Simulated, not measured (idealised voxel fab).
Process module name: voxel wiring stack
The cross-section on display is named cut; it measures 260 nm wide, and its cells are 5 nm squares.
Square cells in a grid make up a cross-section in this document, and the grid is given as bands, listed from the top down, each one or more rows of cells. In this notation a band is specified by the heights of its top and bottom, in that order and in nm, after which its materials appear from left to right, each paired with its width in nm. The word "everywhere" attached to a single material means that material fills the band from edge to edge; the word "blank" stands for empty space. Height reference: 0 = level under which incoming wafer is all one material. Lowest band: no bottom, runs on downward, e.g. "0..down". You'd read "30..40" like this: the band's top row of cells is as wide as the first number, its bottom row is as wide as the second, and going down, every row changes width by the same amount as the row before did. When a step is marked "no alteration", none of the cells in the cross-section changed during that step. "Enclosed void listing": empty spaces of 8 cells or more with no open way to the top, each given as width x height at distance, distance from the left edge, all in nm. If you see something after the settings on a step's line, that's the simulator's own remark about that step. When a step includes a mask, the "overlay nm" setting on its line states how far to the right of its planned place that mask lay, and negative values state how far to the left.
-- Below is the list of planned process steps
step 1: op RECEIVE | material Si
step 2: op CONFORMAL_DEP | material SiO2 | thk nm 15
step 3: op DIRECTIONAL_DEP | material TiN | thk nm 5
step 4: op DIRECTIONAL_DEP | material Ru | thk nm 25
step 5: op PATTERN | tone cover | mask id METAL_1 | material resist | width nm 20 | pitch nm 50 | thk nm 20 | overlay nm 0
step 6: op DIRECTIONAL_ETCH | etch materials Ru | depth nm 25
step 7: op DIRECTIONAL_ETCH | etch materials TiN | depth nm 5
step 8: op STRIP | etch materials resist
step 9: op FILL_DEP | material lowk | thk nm 10
step 10: op CMP | height nm 45
step 11: op CONFORMAL_DEP | material SiCN | thk nm 5
step 12: op DIRECTIONAL_DEP | material lowk | thk nm 25
step 13: op DIRECTIONAL_DEP | material aC | thk nm 15
step 14: op PATTERN | tone open | mask id METAL_2_HOLES | material resist | width nm 15 | thk nm 35 | overlay nm 0
step 15: op DIRECTIONAL_ETCH | etch materials aC | depth nm 15
step 16: op STRIP | etch materials resist
step 17: op DIRECTIONAL_ETCH | etch materials lowk | depth nm 25
step 18: op STRIP | etch materials aC
step 19: op PATTERN | tone open | mask id METAL_2 | material resist | width nm 20 | pitch nm 50 | thk nm 15 | overlay nm 0
step 20: op DIRECTIONAL_ETCH | etch materials lowk | depth nm 15
step 21: op DIRECTIONAL_ETCH | etch materials SiCN | depth nm 5
step 22: op STRIP | etch materials resist
step 23: op CONFORMAL_DEP | material TiN | thk nm 5
step 24: op FILL_DEP | material Cu | thk nm 5
step 25: op CMP | height nm 75
step 26: op CONFORMAL_DEP | material SiCN | thk nm 5
step 27: op DIRECTIONAL_DEP | material SiO2 | thk nm 30
step 28: op DIRECTIONAL_DEP | material aC | thk nm 15
step 29: op PATTERN | tone open | mask id METAL_3_HOLES | material resist | width nm 15 | thk nm 35 | overlay nm 0
step 30: op DIRECTIONAL_ETCH | etch materials aC | depth nm 15
step 31: op STRIP | etch materials resist
step 32: op DIRECTIONAL_ETCH | etch materials SiO2 | depth nm 30
step 33: op STRIP | etch materials aC
step 34: op DIRECTIONAL_DEP | material aC | thk nm 10
step 35: op PATTERN | tone open | mask id METAL_3 | material resist | width nm 20 | pitch nm 50 | thk nm 30 | overlay nm 0
step 36: op DIRECTIONAL_ETCH | etch materials aC | depth nm 10
step 37: op STRIP | etch materials resist
step 38: op DIRECTIONAL_ETCH | etch materials SiO2 | depth nm 15
step 39: op DIRECTIONAL_ETCH | etch materials SiCN | depth nm 5
step 40: op STRIP | etch materials aC
step 41: op CONFORMAL_DEP | material TiN | thk nm 5
step 42: op FILL_DEP | material Cu | thk nm 10
step 43: op CMP | height nm 110
step 44: op CONFORMAL_DEP | material SiCN | thk nm 5
step 45: op DIRECTIONAL_DEP | material lowk | thk nm 15
step 46: op MASKED_ETCH | tone open | mask id PLUG_3 | width nm 15 | etch materials lowk | depth nm 15 | overlay nm 0
step 47: op MASKED_ETCH | tone open | mask id PLUG_3 | width nm 15 | etch materials SiCN | depth nm 5 | overlay nm 0
step 48: op EPI | material Ru | thk nm 10
step 49: op EPI | material Ru | thk nm 10
step 50: op DIRECTIONAL_DEP | material TiN | thk nm 5
step 51: op DIRECTIONAL_DEP | material Ru | thk nm 15
step 52: op DIRECTIONAL_DEP | material aC | thk nm 15
step 53: op PATTERN | tone cover | mask id METAL_4 | material resist | width nm 20 | pitch nm 50 | thk nm 35 | overlay nm 0
step 54: op DIRECTIONAL_ETCH | etch materials aC | depth nm 15
step 55: op STRIP | etch materials resist
step 56: op DIRECTIONAL_ETCH | etch materials Ru | depth nm 15
step 57: op DIRECTIONAL_ETCH | etch materials TiN | depth nm 5
step 58: op STRIP | etch materials aC
step 59: op FILL_DEP | material lowk | thk nm 5
step 60: op CMP | height nm 150
step 61: op CONFORMAL_DEP | material SiN | thk nm 5
-- Cross-section, incoming material, after step 1
* 0..down  Si everywhere
* Enclosed void listing: none
-- Cross-section at module end, one run error; start and plan unchanged from above
* 155..150  SiN everywhere
* 150..135  lowk: 95  Ru: 20  lowk: 30  Ru: 20  lowk: 95
* 135..130  lowk: 95  TiN: 20  lowk: 30  TiN: 20  lowk: 95
* 130..115  lowk: 95  Ru: 15  lowk: 150
* 115..110  SiCN: 95  Ru: 15  SiCN: 150
* 110..100  SiO2: 95  TiN: 5  Cu: 10  TiN: 5  SiO2: 30  TiN: 5  Cu: 10  TiN: 5  SiO2: 95
* 100..95  SiO2: 95  TiN: 5  Cu: 5  TiN: 10  SiO2: 30  TiN: 20  SiO2: 95
* 95..80  SiO2: 95  TiN: 5  Cu: 5  TiN: 5  SiO2: 150
* 80..75  SiCN: 95  TiN: 15  SiCN: 150
* 75..65  lowk: 95  TiN: 5  Cu: 10  TiN: 5  lowk: 30  TiN: 5  Cu: 10  TiN: 5  lowk: 95
* 65..60  lowk: 95  TiN: 5  Cu: 5  TiN: 10  lowk: 30  TiN: 20  lowk: 95
* 60..50  lowk: 95  TiN: 5  Cu: 5  TiN: 5  lowk: 150
* 50..45  SiCN: 95  TiN: 15  SiCN: 150
* 45..40  lowk everywhere
* 40..15  lowk: 95  Ru: 20  lowk: 30  Ru: 20  lowk: 95
* 15..0  SiO2 everywhere
* 0..down  Si everywhere
* Enclosed void listing: none
What was the processing mistake? plan step 3: skipped, not run
